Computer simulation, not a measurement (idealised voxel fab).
Name of the process module below: voxel local oxidation
Square cells of 5 nm make up the cross-section cut, whose width is 190 nm.
Each cross-section below is a grid of square cells, stated as bands in top-down order, with one or more rows of cells making up each band. It is stipulated that each band's entry specify, in nanometres, the height of the top of the band and then that of its bottom, followed by the materials of the band in left-to-right sequence, each together with its width in nanometres. A single material marked by the word "full width" is understood to fill the band from edge to edge; the word "blank" is understood to denote empty space. Height reference: 0 = level under which incoming wafer is all one material. Lowest band: no bottom, runs on downward, e.g. "0..down". Graded width ("30..40"): value in top row of band = first number; value in bottom row = second number; row-to-row change constant. Where a step carries "nothing changed", the cross-section came out of it unchanged, cell for cell. The entry titled "Closed void list" provides the empty spaces that have no open way to the top, restricted to those of 8 cells or more. Each is presented as width x height at distance, the distance being measured from the left edge, with all three in nm. Heads up: the bit after the settings on a step's line is the simulator's remark on that step. overlay nm, on a step with a mask: how far to the right of its planned place the mask lay; to the left if negative.

-- Process steps (planned)
| 1 | RECEIVE [material Si] |
| 2 | CONFORMAL_DEP [material SiO2] [thk nm 5] |
| 3 | CONFORMAL_DEP [material SiN] [thk nm 15] |
| 4 | MASKED_ETCH [tone cover] [mask id ACTIVE] [width nm 105] [etch materials SiN] [depth nm 15] [overlay nm 0] |
| 5 | SELECTIVE_ETCH [etch materials SiO2] [depth nm 5] |
| 6 | OXIDIZE [depth nm 10] |
| 7 | STRIP [etch materials SiN] |

-- As received (post step 1): cross-section
	0..down  Si full width
	Closed void list: none

-- Same starting wafer, same plan as above, one mistake in the execution; this is the cross-section at the end of the module
	20..5  40 nm blank  105 nm SiN  45 nm blank
	5..0  45 nm blank  95 nm SiO2  50 nm blank
	0..-10  55 nm SiO2  75 nm Si  60 nm SiO2
	-10..down  Si full width
	Closed void list: none
Heads up, the wafer didn't run the way we planned it: step 7 in the plan did not get run; it was skipped
